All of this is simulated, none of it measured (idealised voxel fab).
process module | voxel gate over fins
cross-section cut | 270 nm wide | cells 5 nm
A cross-section is a grid of square cells, given in bands from the top down. A band is one or more rows of cells.
Each band's line starts with the height of the band's top and of its bottom, in nm. Then come its materials from left to right, each with its width in nm. One material with "throughout" fills the band from edge to edge. "air" is empty space.
Height 0 is the level under which the wafer as received is all one material. The lowest band goes on downwards, as in "0 down".
A width such as "30 to 40" changes by the same amount from each row of cells to the next, from the band's top row to its bottom row.
"no change" after a step means that no cell of the cross-section changed.
closed voids: empty space of 8 cells or more with no open way to the top, each as width x height at its distance from the left edge, in nm
after a step's settings: what the simulator itself notes on the step
overlay nm, on a step with a mask: how far to the right of its planned place the mask lay; to the left if negative
plan
1 op RECEIVE | material Si
2 op CONFORMAL_DEP | material SiN | thk nm 10
3 op PATTERN | tone cover | mask id FINS | material resist | width nm 15 | pitch nm 40 | thk nm 20 | overlay nm 0
4 op DIRECTIONAL_ETCH | etch materials SiN | depth nm 10
5 op DIRECTIONAL_ETCH | etch materials Si | depth nm 35
6 op STRIP | etch materials resist
7 op FILL_DEP | material SiO2 | thk nm 15
8 op CMP | height nm 10
9 op SELECTIVE_ETCH | etch materials SiO2 | depth nm 20
10 op STRIP | etch materials SiN
11 op CONFORMAL_DEP | material HfO2 | thk nm 5
12 op CONFORMAL_DEP | material TiN | thk nm 5
13 op CONFORMAL_DEP | material TiAl | thk nm 5
14 op CONFORMAL_DEP | material TiN | thk nm 5
15 op FILL_DEP | material W | thk nm 10
16 op CMP | height nm 25
17 op CONFORMAL_DEP | material SiCN | thk nm 10
first wafer, as planned
as received, after step 1
  0 down: Si throughout
  closed voids: none
after step 2
  10 to 0: SiN throughout
  below 0: unchanged
after step 3
  30 to 10: air 85 | resist 15 | air 25 | resist 15 | air 25 | resist 15 | air 90
  below 10: unchanged
after step 4
  30 to 10: air 85 | resist 15 | air 25 | resist 15 | air 25 | resist 15 | air 90
  10 to 0: air 85 | SiN 15 | air 25 | SiN 15 | air 25 | SiN 15 | air 90
  below 0: unchanged
after step 5
  30 to 10: air 85 | resist 15 | air 25 | resist 15 | air 25 | resist 15 | air 90
  10 to 0: air 85 | SiN 15 | air 25 | SiN 15 | air 25 | SiN 15 | air 90
  0 to -35: air 85 | Si 15 | air 25 | Si 15 | air 25 | Si 15 | air 90
  below -35: unchanged
after step 6
  10 to 0: air 85 | SiN 15 | air 25 | SiN 15 | air 25 | SiN 15 | air 90
  below 0: unchanged
after step 7
  25 to 10: SiO2 throughout
  10 to 0: SiO2 85 | SiN 15 | SiO2 25 | SiN 15 | SiO2 25 | SiN 15 | SiO2 90
  0 to -35: SiO2 85 | Si 15 | SiO2 25 | Si 15 | SiO2 25 | Si 15 | SiO2 90
  below -35: unchanged
after step 8
  10 to 0: SiO2 85 | SiN 15 | SiO2 25 | SiN 15 | SiO2 25 | SiN 15 | SiO2 90
  below 0: unchanged
after step 9
  10 to 0: air 85 | SiN 15 | air 25 | SiN 15 | air 25 | SiN 15 | air 90
  0 to -10: air 85 | Si 15 | air 25 | Si 15 | air 25 | Si 15 | air 90
  below -10: unchanged
after step 10
  0 to -10: air 85 | Si 15 | air 25 | Si 15 | air 25 | Si 15 | air 90
  below -10: unchanged
after step 11
  5 to 0: air 80 | HfO2 25 | air 15 | HfO2 25 | air 15 | HfO2 25 | air 85
  0 to -5: air 80 | HfO2 5 | Si 15 | HfO2 5 | air 15 | HfO2 5 | Si 15 | HfO2 5 | air 15 | HfO2 5 | Si 15 | HfO2 5 | air 85
  -5 to -10: HfO2 85 | Si 15 | HfO2 25 | Si 15 | HfO2 25 | Si 15 | HfO2 90
  below -10: unchanged
after step 12
  10 to 5: air 75 | TiN 35 | air 5 | TiN 35 | air 5 | TiN 35 | air 80
  5 to 0: air 75 | TiN 5 | HfO2 25 | TiN 5 | air 5 | TiN 5 | HfO2 25 | TiN 5 | air 5 | TiN 5 | HfO2 25 | TiN 5 | air 80
  0 to -5: TiN 80 | HfO2 5 | Si 15 | HfO2 5 | TiN 15 | HfO2 5 | Si 15 | HfO2 5 | TiN 15 | HfO2 5 | Si 15 | HfO2 5 | TiN 85
  below -5: unchanged
after step 13
  15 to 10: air 70 | TiAl 125 | air 75
  10 to 5: air 70 | TiAl 5 | TiN 35 | TiAl 5 | TiN 35 | TiAl 5 | TiN 35 | TiAl 5 | air 75
  5 to 0: TiAl 75 | TiN 5 | HfO2 25 | TiN 5 | TiAl 5 | TiN 5 | HfO2 25 | TiN 5 | TiAl 5 | TiN 5 | HfO2 25 | TiN 5 | TiAl 80
  below 0: unchanged
after step 14
  20 to 15: air 65 | TiN 135 | air 70
  15 to 10: air 65 | TiN 5 | TiAl 125 | TiN 5 | air 70
  10 to 5: TiN 70 | TiAl 5 | TiN 35 | TiAl 5 | TiN 35 | TiAl 5 | TiN 35 | TiAl 5 | TiN 75
  below 5: unchanged
after step 15
  30 to 20: W throughout
  20 to 15: W 65 | TiN 135 | W 70
  15 to 10: W 65 | TiN 5 | TiAl 125 | TiN 5 | W 70
  below 10: unchanged
after step 16
  25 to 20: W throughout
  below 20: unchanged
after step 17
  35 to 25: SiCN throughout
  below 25: unchanged
second wafer: like start, like plan, one mistake. Through step 16 it matches the first wafer
when step 17 should have ended
  35 to 20: W throughout
  below 20: unchanged
what went wrong: step 17 ran as: op CONFORMAL_DEP | material W | thk nm 10
at the end the second wafer has, in cells: 108 fewer of SiCN | 108 more of W
